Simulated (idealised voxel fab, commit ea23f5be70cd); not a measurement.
Process module name: voxel quadruple lines
Pictured: cross-section cut, 175 nm wide, on a grid of 5 nm square cells.
A cross-section in this document is a grid of square cells, and it is written down as bands, the top band listed before the ones below it; a band is made up of one or more rows of cells. Basically the band line says how high the top is and how high the bottom is, in nm, and then what's in it from left to right, every material with its width in nm. Empty space shows up as "blank", and if a single material carries "full width" it runs the full band edge to edge. Ref level 0: as-received wafer is one material below here. Bottom band extends down with no lower bound ("top 0, no bottom"). Per-row width for "30->40": begins at first number (top row of band), ends at second number (bottom row), increment between rows held constant. Take "nothing altered" at face value: in the step it is given for, the cross-section changed in none of its cells. Under "Enclosed cavity list" you'll find the enclosed gaps, the ones with no way out to the top, that are 8 cells or bigger; each reads width x height at distance, with distance counted from the left edge, everything in nm. Note: text after step settings on the step line = simulator remark on that step. overlay nm: where the mask lay relative to plan, measured to the right, on steps with a mask; negatives go left.

-- plan
1) RECEIVE | material Si
2) CONFORMAL_DEP | material SiO2 | thk nm 10
3) DIRECTIONAL_DEP | material TiN | thk nm 5
4) DIRECTIONAL_DEP | material polySi | thk nm 20
5) DIRECTIONAL_DEP | material aC | thk nm 25
6) PATTERN | tone cover | mask id MANDREL | material resist | width nm 25 | pitch nm 80 | thk nm 30 | overlay nm 0
7) DIRECTIONAL_ETCH | etch materials aC | depth nm 25
8) STRIP | etch materials resist
9) CONFORMAL_DEP | material SiO2 | thk nm 15
10) DIRECTIONAL_ETCH | etch materials SiO2 | depth nm 15
11) STRIP | etch materials aC
12) DIRECTIONAL_ETCH | etch materials polySi | depth nm 20
13) STRIP | etch materials SiO2
14) CONFORMAL_DEP | material SiN | thk nm 5
15) DIRECTIONAL_ETCH | etch materials SiN | depth nm 5
16) STRIP | etch materials polySi
17) DIRECTIONAL_ETCH | etch materials TiN | depth nm 15
18) STRIP | etch materials SiN
19) FILL_DEP | material lowk | thk nm 10
20) CMP | height nm 25
Quick note for whoever runs this: the wafers start identical, but the thk nm at step 3 isn't the same across them. The plan just shows what the first wafer had.

-- Received wafers, first of several: cross-section after step 1
* top 0, no bottom  Si full width
* Enclosed cavity list: none

-- Gained (+) or lost (-) cells of each material since receipt, then closed voids: one row per wafer, at the end of the module
thk nm 5, +70 SiO2, +8 TiN, +97 lowk, Enclosed cavity list: none
thk nm 10, +70 SiO2, +16 TiN, +89 lowk, Enclosed cavity list: none
thk nm 15, +70 SiO2, +24 TiN, +81 lowk, Enclosed cavity list: none
thk nm 20, +70 SiO2, +51 TiN, +54 lowk, Enclosed cavity list: none
thk nm 25, +70 SiO2, +78 TiN, +27 lowk, Enclosed cavity list: none
thk nm 30, +70 SiO2, +105 TiN, Enclosed cavity list: none
